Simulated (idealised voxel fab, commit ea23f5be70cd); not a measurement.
You're looking at the process module voxel released beams.
Pictured: cross-section cut, 220 nm wide, on a grid of 5 nm square cells.
How to read a cross-section here: the picture is a grid of square cells, written as bands going from the top down, and any band can span one or more rows of cells. The entry gives the band's vertical extent as a top height and a bottom height in nm, then its horizontal make-up as materials from left to right, each with a width in nm. "blank" stands for empty space; a single material marked "everywhere" fills the band edge to edge. Heights are measured from 0, the level below which the as-received wafer is all one material; the lowest band has no bottom and continues downward, written as in "0 down". The width entry "30..40" should be interpreted row by row: the top row of cells in the band takes the first number, the bottom row takes the second number, and the change between adjacent rows is uniform throughout. For the purposes of this document, the phrase "no change" attached to a step denotes that no cell within the cross-section was modified by that step. Voids not open to the top, 8 cells minimum: see "Enclosed voids". Written width x height at distance; distance is from the left edge; nm. Past the settings on a step's line: simulator remark, on that step. overlay nm: how far to the right of its planned place the mask lay on this masked step (negative: to the left).

Steps planned for the process
- 1: RECEIVE, material Si
- 2: CONFORMAL_DEP, material SiN, thk nm 5
- 3: DIRECTIONAL_DEP, material SiO2, thk nm 10
- 4: MASKED_ETCH, tone open, mask id ANCHOR, width nm 35, etch materials SiO2, depth nm 10, overlay nm 0
- 5: CONFORMAL_DEP, material TiN, thk nm 15
- 6: DIRECTIONAL_DEP, material aC, thk nm 10
- 7: PATTERN, tone cover, mask id BEAM, material resist, width nm 90, thk nm 30, overlay nm 0
- 8: DIRECTIONAL_ETCH, etch materials aC, depth nm 10
- 9: STRIP, etch materials resist
- 10: DIRECTIONAL_ETCH, etch materials TiN, depth nm 15
- 11: STRIP, etch materials aC
- 12: STRIP, etch materials SiO2

First wafer, as planned

This is the cross-section of the wafer as we received it, i.e. after step 1
* 0 down = Si everywhere
* Enclosed voids: none

The wafer, seen in cross-section, after step 2
* 5 to 0 = SiN everywhere
* Unchanged below 0.

The wafer, seen in cross-section, after step 3
* 15 to 5 = SiO2 everywhere
* Unchanged below 5.

The wafer, seen in cross-section, after step 4
* 15 to 5 = 65 SiO2, 35 blank, 120 SiO2
* Unchanged below 5.

The wafer, seen in cross-section, after step 5
* 30 to 20 = 80 TiN, 5 blank, 135 TiN
* 20 to 15 = TiN everywhere
* 15 to 5 = 65 SiO2, 35 TiN, 120 SiO2
* Unchanged below 5.

The wafer, seen in cross-section, after step 6
* 40 to 30 = 80 aC, 5 blank, 135 aC
* 30 to 20 = 80 TiN, 5 aC, 135 TiN
* Unchanged below 20.

The wafer, seen in cross-section, after step 7
* 70 to 40 = 60 blank, 90 resist, 70 blank
* 40 to 30 = 80 aC, 5 resist, 135 aC
* Unchanged below 30.

The wafer, seen in cross-section, after step 8
* 60 to 40 = 60 blank, 90 resist, 70 blank
* 40 to 30 = 60 blank, 20 aC, 5 resist, 65 aC, 70 blank
* Unchanged below 30.

The wafer, seen in cross-section, after step 9
* 40 to 30 = 60 blank, 20 aC, 5 blank, 65 aC, 70 blank
* Unchanged below 30.

The wafer, seen in cross-section, after step 10
* 40 to 30 = 60 blank, 20 aC, 5 blank, 65 aC, 70 blank
* 30 to 20 = 60 blank, 20 TiN, 5 aC, 65 TiN, 70 blank
* 20 to 15 = 60 blank, 90 TiN, 70 blank
* Unchanged below 15.

The wafer, seen in cross-section, after step 11
* 30 to 20 = 60 blank, 20 TiN, 5 blank, 65 TiN, 70 blank
* Unchanged below 20.

The wafer, seen in cross-section, after step 12
* 30 to 20 = 60 blank, 20 TiN, 5 blank, 65 TiN, 70 blank
* 20 to 15 = 60 blank, 90 TiN, 70 blank
* 15 to 5 = 65 blank, 35 TiN, 120 blank
* Unchanged below 5.

Second wafer: same start and same plan as the first, one execution error; identical to the first through step 1

Second wafer, section view, time point: scheduled end of step 2
* 10 to 0 = SiO2 everywhere
* Unchanged below 0.

Second wafer, section view, time point: scheduled end of step 3
* 15 to 10 = SiN everywhere
* Unchanged below 10.

Second wafer, section view, time point: scheduled end of step 4: no change

Second wafer, section view, time point: scheduled end of step 5
* 30 to 15 = TiN everywhere
* Unchanged below 15.

Second wafer, section view, time point: scheduled end of step 6
* 40 to 30 = aC everywhere
* Unchanged below 30.

Second wafer, section view, time point: scheduled end of step 7
* 70 to 40 = 60 blank, 90 resist, 70 blank
* Unchanged below 40.

Second wafer, section view, time point: scheduled end of step 8
* 60 to 40 = 60 blank, 90 resist, 70 blank
* 40 to 30 = 60 blank, 90 aC, 70 blank
* Unchanged below 30.

Second wafer, section view, time point: scheduled end of step 9
* 40 to 30 = 60 blank, 90 aC, 70 blank
* Unchanged below 30.

Second wafer, section view, time point: scheduled end of step 10
* 40 to 30 = 60 blank, 90 aC, 70 blank
* 30 to 15 = 60 blank, 90 TiN, 70 blank
* Unchanged below 15.

Second wafer, section view, time point: scheduled end of step 11
* 30 to 15 = 60 blank, 90 TiN, 70 blank
* Unchanged below 15.

Second wafer, section view, time point: scheduled end of step 12: no change
What went wrong in running the wafer? step 2 ran in the slot meant for step 3, and vice versa
Final tally in cells, some materials are higher or lower on the second wafer than on the first: 88 more of SiO2 | 12 fewer of TiN
